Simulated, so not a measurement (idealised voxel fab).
Process module, titled voxel self aligned contacts
280 nm wide, 5 nm square cells: that's cross-section cut.
Square cells in a grid make up a cross-section in this document, and the grid is given as bands, listed from the top down, each one or more rows of cells. Each band's line starts with the height of the band's top and of its bottom, in nm. Then come its materials from left to right, each with its width in nm. One material with "all across" fills the band from edge to edge. "blank" is empty space. It should be noted that heights are counted from 0, beneath which the wafer as supplied is of one material throughout, and that the lowest band possesses no lower boundary but continues downward, as written in "0 nm and below". Per-row width for "30->40": begins at first number (top row of band), ends at second number (bottom row), increment between rows held constant. A step reported as "nothing got changed" is a step in which no cell of the cross-section changed. "Closed voids list" lists enclosed empty spaces (at least 8 cells, no open path upward to the top), each as width x height at distance from the left edge, in nm. Whatever follows a step's settings on its line is a remark the simulator itself makes about that step. On any step carrying a mask, the "overlay nm" setting, if present on the step's line, tells how far right of its planned place the mask lay; negative values point to the left.

Planned process steps
| 1 | RECEIVE, material Si |
| 2 | CONFORMAL_DEP, material SiO2, thk nm 5 |
| 3 | DIRECTIONAL_DEP, material polySi, thk nm 25 |
| 4 | DIRECTIONAL_DEP, material SiN, thk nm 20 |
| 5 | PATTERN, tone cover, mask id GATE, material resist, width nm 30, pitch nm 55, thk nm 20, overlay nm 0 |
| 6 | DIRECTIONAL_ETCH, etch materials SiN, depth nm 20 |
| 7 | DIRECTIONAL_ETCH, etch materials polySi, depth nm 25 |
| 8 | STRIP, etch materials resist |
| 9 | CONFORMAL_DEP, material SiN, thk nm 5 |
| 10 | DIRECTIONAL_ETCH, etch materials SiN, depth nm 5 |
| 11 | FILL_DEP, material SiO2, thk nm 10 |
| 12 | CMP, height nm 55 |
| 13 | PATTERN, tone open, mask id CONTACT, material resist, width nm 35, pitch nm 55, thk nm 15, overlay nm 0 |
| 14 | DIRECTIONAL_ETCH, etch materials SiO2, depth nm 55 |
| 15 | STRIP, etch materials resist |
| 16 | CONFORMAL_DEP, material TiN, thk nm 5 |
| 17 | FILL_DEP, material W, thk nm 10 |
| 18 | CMP, height nm 55 |
| 19 | CONFORMAL_DEP, material SiN, thk nm 5 |

What follows covers the first of two wafers; it ran as planned

Cross-section of the wafer upon arrival, representing the state reached after step 1
	0 nm and below: Si all across
	Closed voids list: none

After step 2: wafer cross-section
	5 nm to 0 nm: SiO2 all across
	below 0: unchanged

After step 3: wafer cross-section
	30 nm to 5 nm: polySi all across
	below 5: unchanged

After step 4: wafer cross-section
	50 nm to 30 nm: SiN all across
	below 30: unchanged

After step 5: wafer cross-section
	70 nm to 50 nm: 70 blank  30 resist  25 blank  30 resist  25 blank  30 resist  70 blank
	below 50: unchanged

After step 6: wafer cross-section
	70 nm to 50 nm: 70 blank  30 resist  25 blank  30 resist  25 blank  30 resist  70 blank
	50 nm to 30 nm: 70 blank  30 SiN  25 blank  30 SiN  25 blank  30 SiN  70 blank
	below 30: unchanged

After step 7: wafer cross-section
	70 nm to 50 nm: 70 blank  30 resist  25 blank  30 resist  25 blank  30 resist  70 blank
	50 nm to 30 nm: 70 blank  30 SiN  25 blank  30 SiN  25 blank  30 SiN  70 blank
	30 nm to 5 nm: 70 blank  30 polySi  25 blank  30 polySi  25 blank  30 polySi  70 blank
	below 5: unchanged

After step 8: wafer cross-section
	50 nm to 30 nm: 70 blank  30 SiN  25 blank  30 SiN  25 blank  30 SiN  70 blank
	below 30: unchanged

After step 9: wafer cross-section
	55 nm to 30 nm: 65 blank  40 SiN  15 blank  40 SiN  15 blank  40 SiN  65 blank
	30 nm to 10 nm: 65 blank  5 SiN  30 polySi  5 SiN  15 blank  5 SiN  30 polySi  5 SiN  15 blank  5 SiN  30 polySi  5 SiN  65 blank
	10 nm to 5 nm: 70 SiN  30 polySi  25 SiN  30 polySi  25 SiN  30 polySi  70 SiN
	below 5: unchanged

After step 10: wafer cross-section
	50 nm to 30 nm: 65 blank  40 SiN  15 blank  40 SiN  15 blank  40 SiN  65 blank
	30 nm to 5 nm: 65 blank  5 SiN  30 polySi  5 SiN  15 blank  5 SiN  30 polySi  5 SiN  15 blank  5 SiN  30 polySi  5 SiN  65 blank
	below 5: unchanged

After step 11: wafer cross-section
	60 nm to 50 nm: SiO2 all across
	50 nm to 30 nm: 65 SiO2  40 SiN  15 SiO2  40 SiN  15 SiO2  40 SiN  65 SiO2
	30 nm to 5 nm: 65 SiO2  5 SiN  30 polySi  5 SiN  15 SiO2  5 SiN  30 polySi  5 SiN  15 SiO2  5 SiN  30 polySi  5 SiN  65 SiO2
	below 5: unchanged

After step 12: wafer cross-section
	55 nm to 50 nm: SiO2 all across
	below 50: unchanged

After step 13: wafer cross-section
	70 nm to 55 nm: 95 resist  35 blank  20 resist  35 blank  95 resist
	below 55: unchanged

After step 14: wafer cross-section
	70 nm to 55 nm: 95 resist  35 blank  20 resist  35 blank  95 resist
	55 nm to 50 nm: 95 SiO2  35 blank  20 SiO2  35 blank  95 SiO2
	50 nm to 30 nm: 65 SiO2  40 SiN  15 blank  40 SiN  15 blank  40 SiN  65 SiO2
	30 nm to 5 nm: 65 SiO2  5 SiN  30 polySi  5 SiN  15 blank  5 SiN  30 polySi  5 SiN  15 blank  5 SiN  30 polySi  5 SiN  65 SiO2
	5 nm to 0 nm: 105 SiO2  15 blank  40 SiO2  15 blank  105 SiO2
	below 0: unchanged

After step 15: wafer cross-section
	55 nm to 50 nm: 95 SiO2  35 blank  20 SiO2  35 blank  95 SiO2
	below 50: unchanged

After step 16: wafer cross-section
	60 nm to 55 nm: 100 TiN  25 blank  30 TiN  25 blank  100 TiN
	55 nm to 50 nm: 95 SiO2  15 TiN  5 blank  15 TiN  20 SiO2  15 TiN  5 blank  15 TiN  95 SiO2
	50 nm to 30 nm: 65 SiO2  40 SiN  5 TiN  5 blank  5 TiN  40 SiN  5 TiN  5 blank  5 TiN  40 SiN  65 SiO2
	30 nm to 5 nm: 65 SiO2  5 SiN  30 polySi  5 SiN  5 TiN  5 blank  5 TiN  5 SiN  30 polySi  5 SiN  5 TiN  5 blank  5 TiN  5 SiN  30 polySi  5 SiN  65 SiO2
	5 nm to 0 nm: 105 SiO2  15 TiN  40 SiO2  15 TiN  105 SiO2
	below 0: unchanged

After step 17: wafer cross-section
	70 nm to 60 nm: W all across
	60 nm to 55 nm: 100 TiN  25 W  30 TiN  25 W  100 TiN
	55 nm to 50 nm: 95 SiO2  15 TiN  5 W  15 TiN  20 SiO2  15 TiN  5 W  15 TiN  95 SiO2
	50 nm to 30 nm: 65 SiO2  40 SiN  5 TiN  5 W  5 TiN  40 SiN  5 TiN  5 W  5 TiN  40 SiN  65 SiO2
	30 nm to 5 nm: 65 SiO2  5 SiN  30 polySi  5 SiN  5 TiN  5 W  5 TiN  5 SiN  30 polySi  5 SiN  5 TiN  5 W  5 TiN  5 SiN  30 polySi  5 SiN  65 SiO2
	below 5: unchanged

After step 18: wafer cross-section
	55 nm to 50 nm: 95 SiO2  15 TiN  5 W  15 TiN  20 SiO2  15 TiN  5 W  15 TiN  95 SiO2
	below 50: unchanged

After step 19: wafer cross-section
	60 nm to 55 nm: SiN all across
	below 55: unchanged

Wafer two. Same start, same plan, one slip in execution. Same as wafer one through step 4, inclusive

Cross-section of the second wafer at the time by which step 5 should have been completed according to the plan
	70 nm to 50 nm: 65 blank  30 resist  25 blank  30 resist  25 blank  30 resist  75 blank
	below 50: unchanged

Cross-section of the second wafer at the time by which step 6 should have been completed according to the plan
	70 nm to 50 nm: 65 blank  30 resist  25 blank  30 resist  25 blank  30 resist  75 blank
	50 nm to 30 nm: 65 blank  30 SiN  25 blank  30 SiN  25 blank  30 SiN  75 blank
	below 30: unchanged

Cross-section of the second wafer at the time by which step 7 should have been completed according to the plan
	70 nm to 50 nm: 65 blank  30 resist  25 blank  30 resist  25 blank  30 resist  75 blank
	50 nm to 30 nm: 65 blank  30 SiN  25 blank  30 SiN  25 blank  30 SiN  75 blank
	30 nm to 5 nm: 65 blank  30 polySi  25 blank  30 polySi  25 blank  30 polySi  75 blank
	below 5: unchanged

Cross-section of the second wafer at the time by which step 8 should have been completed according to the plan
	50 nm to 30 nm: 65 blank  30 SiN  25 blank  30 SiN  25 blank  30 SiN  75 blank
	below 30: unchanged

Cross-section of the second wafer at the time by which step 9 should have been completed according to the plan
	55 nm to 30 nm: 60 blank  40 SiN  15 blank  40 SiN  15 blank  40 SiN  70 blank
	30 nm to 10 nm: 60 blank  5 SiN  30 polySi  5 SiN  15 blank  5 SiN  30 polySi  5 SiN  15 blank  5 SiN  30 polySi  5 SiN  70 blank
	10 nm to 5 nm: 65 SiN  30 polySi  25 SiN  30 polySi  25 SiN  30 polySi  75 SiN
	below 5: unchanged

Cross-section of the second wafer at the time by which step 10 should have been completed according to the plan
	50 nm to 30 nm: 60 blank  40 SiN  15 blank  40 SiN  15 blank  40 SiN  70 blank
	30 nm to 5 nm: 60 blank  5 SiN  30 polySi  5 SiN  15 blank  5 SiN  30 polySi  5 SiN  15 blank  5 SiN  30 polySi  5 SiN  70 blank
	below 5: unchanged

Cross-section of the second wafer at the time by which step 11 should have been completed according to the plan
	60 nm to 50 nm: SiO2 all across
	50 nm to 30 nm: 60 SiO2  40 SiN  15 SiO2  40 SiN  15 SiO2  40 SiN  70 SiO2
	30 nm to 5 nm: 60 SiO2  5 SiN  30 polySi  5 SiN  15 SiO2  5 SiN  30 polySi  5 SiN  15 SiO2  5 SiN  30 polySi  5 SiN  70 SiO2
	below 5: unchanged

Cross-section of the second wafer at the time by which step 12 should have been completed according to the plan
	55 nm to 50 nm: SiO2 all across
	below 50: unchanged

Cross-section of the second wafer at the time by which step 13 should have been completed according to the plan
	70 nm to 55 nm: 95 resist  35 blank  20 resist  35 blank  95 resist
	below 55: unchanged

Cross-section of the second wafer at the time by which step 14 should have been completed according to the plan
	70 nm to 55 nm: 95 resist  35 blank  20 resist  35 blank  95 resist
	55 nm to 50 nm: 95 SiO2  35 blank  20 SiO2  35 blank  95 SiO2
	50 nm to 30 nm: 60 SiO2  40 SiN  15 blank  40 SiN  15 blank  40 SiN  70 SiO2
	30 nm to 5 nm: 60 SiO2  5 SiN  30 polySi  5 SiN  15 blank  5 SiN  30 polySi  5 SiN  15 blank  5 SiN  30 polySi  5 SiN  70 SiO2
	5 nm to 0 nm: 100 SiO2  15 blank  40 SiO2  15 blank  110 SiO2
	below 0: unchanged

Cross-section of the second wafer at the time by which step 15 should have been completed according to the plan
	55 nm to 50 nm: 95 SiO2  35 blank  20 SiO2  35 blank  95 SiO2
	below 50: unchanged

Cross-section of the second wafer at the time by which step 16 should have been completed according to the plan
	60 nm to 55 nm: 100 TiN  25 blank  30 TiN  25 blank  100 TiN
	55 nm to 50 nm: 95 SiO2  10 TiN  5 blank  20 TiN  20 SiO2  10 TiN  5 blank  20 TiN  95 SiO2
	50 nm to 30 nm: 60 SiO2  40 SiN  5 TiN  5 blank  5 TiN  40 SiN  5 TiN  5 blank  5 TiN  40 SiN  70 SiO2
	30 nm to 5 nm: 60 SiO2  5 SiN  30 polySi  5 SiN  5 TiN  5 blank  5 TiN  5 SiN  30 polySi  5 SiN  5 TiN  5 blank  5 TiN  5 SiN  30 polySi  5 SiN  70 SiO2
	5 nm to 0 nm: 100 SiO2  15 TiN  40 SiO2  15 TiN  110 SiO2
	below 0: unchanged

Cross-section of the second wafer at the time by which step 17 should have been completed according to the plan
	70 nm to 60 nm: W all across
	60 nm to 55 nm: 100 TiN  25 W  30 TiN  25 W  100 TiN
	55 nm to 50 nm: 95 SiO2  10 TiN  5 W  20 TiN  20 SiO2  10 TiN  5 W  20 TiN  95 SiO2
	50 nm to 30 nm: 60 SiO2  40 SiN  5 TiN  5 W  5 TiN  40 SiN  5 TiN  5 W  5 TiN  40 SiN  70 SiO2
	30 nm to 5 nm: 60 SiO2  5 SiN  30 polySi  5 SiN  5 TiN  5 W  5 TiN  5 SiN  30 polySi  5 SiN  5 TiN  5 W  5 TiN  5 SiN  30 polySi  5 SiN  70 SiO2
	below 5: unchanged

Cross-section of the second wafer at the time by which step 18 should have been completed according to the plan
	55 nm to 50 nm: 95 SiO2  10 TiN  5 W  20 TiN  20 SiO2  10 TiN  5 W  20 TiN  95 SiO2
	below 50: unchanged

Cross-section of the second wafer at the time by which step 19 should have been completed according to the plan
	60 nm to 55 nm: SiN all across
	below 55: unchanged
Heads up, the wafer didn't run the way we planned it: step 5 was processed under conditions differing from the plan, specifically as PATTERN, tone cover, mask id GATE, material resist, width nm 30, pitch nm 55, thk nm 20, overlay nm -5
Comparing end states, the material composition by cell count is preserved from the first wafer to the second, while the locations of the cells are not.
